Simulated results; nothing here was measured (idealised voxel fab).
Name of the process module below: voxel ribs on slabs
cross-section cut | 295 nm wide | cells 5 nm
Cross-section, as written here: a square-cell grid given band by band from the top down, where a band holds one or more rows of cells. Per band: top height and bottom height in nm, followed by the left-to-right materials and their widths in nm; "throughout" marks a single material spanning edge to edge, "air" marks empty space. Heights from 0 (as-received wafer is one material below). Bottom band endless downward, as "0 nm and below". Read "30..40" as a graded width: first number on top, second number at the bottom, same change between each pair of neighbouring rows. "all unchanged" -> step changed no cross-section cell. You'll see "Trapped voids" listing empty spaces that have no way open to the top, as long as they're 8 cells or more; the notation is width x height at distance, where the distance is from the left edge, and all of it is in nm. Note: text after step settings on the step line = simulator remark on that step. Steps that use a mask can have "overlay nm" on their line. It says how far the mask sat to the right of where it was meant to be. Negative means to the left.

PLAN
- 1: RECEIVE | material Si
- 2: DIRECTIONAL_DEP | material SiO2 | thk nm 20
- 3: DIRECTIONAL_DEP | material polySi | thk nm 25
- 4: DIRECTIONAL_DEP | material aC | thk nm 10
- 5: PATTERN | tone cover | mask id RIB | material resist | width nm 15 | thk nm 30 | overlay nm 0
- 6: DIRECTIONAL_ETCH | etch materials aC | depth nm 10
- 7: STRIP | etch materials resist
- 8: DIRECTIONAL_ETCH | etch materials polySi | depth nm 15
- 9: STRIP | etch materials aC
- 10: DIRECTIONAL_DEP | material aC | thk nm 15
- 11: PATTERN | tone cover | mask id SLAB | material resist | width nm 55 | thk nm 35 | overlay nm 0
- 12: DIRECTIONAL_ETCH | etch materials aC | depth nm 15
- 13: STRIP | etch materials resist
- 14: DIRECTIONAL_ETCH | etch materials polySi | depth nm 10
- 15: STRIP | etch materials aC
- 16: FILL_DEP | material SiO2 | thk nm 15
- 17: CMP | height nm 55
- 18: DIRECTIONAL_DEP | material TiN | thk nm 10
- 19: PATTERN | tone cover | mask id HEATER | material resist | width nm 25 | thk nm 20 | overlay nm 0
- 20: DIRECTIONAL_ETCH | etch materials TiN | depth nm 10
- 21: STRIP | etch materials resist
- 22: CONFORMAL_DEP | material SiO2 | thk nm 5

THE CROSS-SECTION HERE SHOWS THE WAFER AS RECEIVED, I.E. IN ITS STATE AFTER STEP 1
0 nm and below | Si throughout
Trapped voids: none

RUN AS PLANNED - FIRST OF THE TWO WAFERS CROSS-SECTIONED AT THE END OF THE MODULE
70 nm to 65 nm | air: 130, SiO2: 35, air: 130
65 nm to 60 nm | air: 130, SiO2: 5, TiN: 25, SiO2: 5, air: 130
60 nm to 55 nm | SiO2: 135, TiN: 25, SiO2: 135
55 nm to 45 nm | SiO2 throughout
45 nm to 30 nm | SiO2: 140, polySi: 15, SiO2: 140
30 nm to 20 nm | SiO2: 120, polySi: 55, SiO2: 120
20 nm to 0 nm | SiO2 throughout
0 nm and below | Si throughout
Trapped voids: none

SECOND WAFER AT THE END: LIKE START, LIKE PLAN, ONE MISTAKE
70 nm to 65 nm | SiO2: 140, air: 15, SiO2: 140
65 nm to 60 nm | TiN: 135, SiO2: 5, air: 15, SiO2: 5, TiN: 135
60 nm to 55 nm | TiN: 135, SiO2: 25, TiN: 135
55 nm to 45 nm | SiO2 throughout
45 nm to 30 nm | SiO2: 140, polySi: 15, SiO2: 140
30 nm to 20 nm | SiO2: 120, polySi: 55, SiO2: 120
20 nm to 0 nm | SiO2 throughout
0 nm and below | Si throughout
Trapped voids: none
It is concluded that the wafer was processed incorrectly with respect to the plan, in that step 19 was not run as planned; what actually ran was PATTERN | tone open | mask id HEATER | material resist | width nm 25 | thk nm 20 | overlay nm 0
In the final state, the cell counts of the second wafer exceed or fall short of those of the first for the following materials: 98 more of TiN
